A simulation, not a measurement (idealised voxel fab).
Name of the process module below: voxel gate over fins
The figure presents cross-section cut, which has a width of 175 nm and is divided into square cells with an edge length of 5 nm.
If you're reading a cross-section in this doc, picture square cells in a grid; it comes to you as bands, top ones listed first down to the bottom, and a band can be one or more rows of cells.
In this notation a band is specified by the heights of its top and bottom, in that order and in nm, after which its materials appear from left to right, each paired with its width in nm. The word "full width" attached to a single material means that material fills the band from edge to edge; the word "air" stands for empty space.
Where do heights start? At 0: under that level the wafer as delivered is made of one material only. And the lowest band has no floor; it just carries on downward, as in "0 down".
The expression "30..40" gives the width at the extremes of the band, the first number at its top row of cells and the second at its bottom row, with the width changing by equal amounts from each row to the next in between.
"nothing changed" -> step changed no cross-section cell.
Basically, "Enclosed internal cavities" tells you about the enclosed voids: empty spaces with no open way to the top, 8 cells or bigger, each written width x height at distance, where distance is from the left edge, all in nm.
That trailing text on a step's line, after the settings, is the simulator's own remark on the step.
overlay nm: step with mask; distance mask lay right of planned place; negative value = left of planned place.
**The process steps that were planned are listed below**
1 RECEIVE [material Si]
2 CONFORMAL_DEP [material SiN] [thk nm 5]
3 DIRECTIONAL_DEP [material aC] [thk nm 10]
4 PATTERN [tone cover] [mask id FINS] [material resist] [width nm 15] [pitch nm 40] [thk nm 25] [overlay nm -5]
5 DIRECTIONAL_ETCH [etch materials aC] [depth nm 10]
6 STRIP [etch materials resist]
7 DIRECTIONAL_ETCH [etch materials SiN] [depth nm 5]
8 DIRECTIONAL_ETCH [etch materials Si] [depth nm 40]
9 STRIP [etch materials aC]
10 FILL_DEP [material SiO2] [thk nm 5]
11 CMP [height nm 5]
12 SELECTIVE_ETCH [etch materials SiO2] [depth nm 20]
13 STRIP [etch materials SiN]
14 CONFORMAL_DEP [material HfO2] [thk nm 5]
15 CONFORMAL_DEP [material TiN] [thk nm 5]
16 FILL_DEP [material W] [thk nm 15]
17 CMP [height nm 20]
18 CONFORMAL_DEP [material SiN] [thk nm 5]
For this document, wafers share an identical start and vary in the step 4 overlay nm; the plan quotes the first wafer's value.
**This is how the first of several wafers looked in cross-section when it arrived, which is after step 1**
	0 down  Si full width
	Enclosed internal cavities: none
**Cross-section, first of several wafers, end of module, after last step 18**
	25 to 20  SiN full width
	20 to 10  W full width
	10 to 5  5 W  35 TiN  5 W  35 TiN  5 W  35 TiN  5 W  35 TiN  15 W
	5 to 0  5 W  5 TiN  25 HfO2  5 TiN  5 W  5 TiN  25 HfO2  5 TiN  5 W  5 TiN  25 HfO2  5 TiN  5 W  5 TiN  25 HfO2  5 TiN  15 W
	0 to -5  5 W  5 TiN  5 HfO2  15 Si  5 HfO2  5 TiN  5 W  5 TiN  5 HfO2  15 Si  5 HfO2  5 TiN  5 W  5 TiN  5 HfO2  15 Si  5 HfO2  5 TiN  5 W  5 TiN  5 HfO2  15 Si  5 HfO2  5 TiN  15 W
	-5 to -10  10 TiN  5 HfO2  15 Si  5 HfO2  15 TiN  5 HfO2  15 Si  5 HfO2  15 TiN  5 HfO2  15 Si  5 HfO2  15 TiN  5 HfO2  15 Si  5 HfO2  20 TiN
	-10 to -15  15 HfO2  15 Si  25 HfO2  15 Si  25 HfO2  15 Si  25 HfO2  15 Si  25 HfO2
	-15 to -40  15 SiO2  15 Si  25 SiO2  15 Si  25 SiO2  15 Si  25 SiO2  15 Si  25 SiO2
	-40 down  Si full width
	Enclosed internal cavities: none
**Cross-section, module end, final of several wafers**
	25 to 20  SiN full width
	20 to 10  W full width
	10 to 5  15 W  35 TiN  5 W  35 TiN  5 W  35 TiN  5 W  35 TiN  5 W
	5 to 0  15 W  5 TiN  25 HfO2  5 TiN  5 W  5 TiN  25 HfO2  5 TiN  5 W  5 TiN  25 HfO2  5 TiN  5 W  5 TiN  25 HfO2  5 TiN  5 W
	0 to -5  15 W  5 TiN  5 HfO2  15 Si  5 HfO2  5 TiN  5 W  5 TiN  5 HfO2  15 Si  5 HfO2  5 TiN  5 W  5 TiN  5 HfO2  15 Si  5 HfO2  5 TiN  5 W  5 TiN  5 HfO2  15 Si  5 HfO2  5 TiN  5 W
	-5 to -10  20 TiN  5 HfO2  15 Si  5 HfO2  15 TiN  5 HfO2  15 Si  5 HfO2  15 TiN  5 HfO2  15 Si  5 HfO2  15 TiN  5 HfO2  15 Si  5 HfO2  10 TiN
	-10 to -15  25 HfO2  15 Si  25 HfO2  15 Si  25 HfO2  15 Si  25 HfO2  15 Si  15 HfO2
	-15 to -40  25 SiO2  15 Si  25 SiO2  15 Si  25 SiO2  15 Si  25 SiO2  15 Si  15 SiO2
	-40 down  Si full width
	Enclosed internal cavities: none
**The table below has one row for each wafer; a row shows, as of the end of the module, how many cells of each material the wafer has gained, marked (+), or lost, marked (-), since it was received, and then the wafer's closed voids**
overlay nm -5; +59 HfO2; -184 Si; +35 SiN; +115 SiO2; +59 TiN; +91 W; Enclosed internal cavities: none
overlay nm 0; +59 HfO2; -184 Si; +35 SiN; +115 SiO2; +59 TiN; +91 W; Enclosed internal cavities: none
overlay nm 5; +59 HfO2; -184 Si; +35 SiN; +115 SiO2; +59 TiN; +91 W; Enclosed internal cavities: none
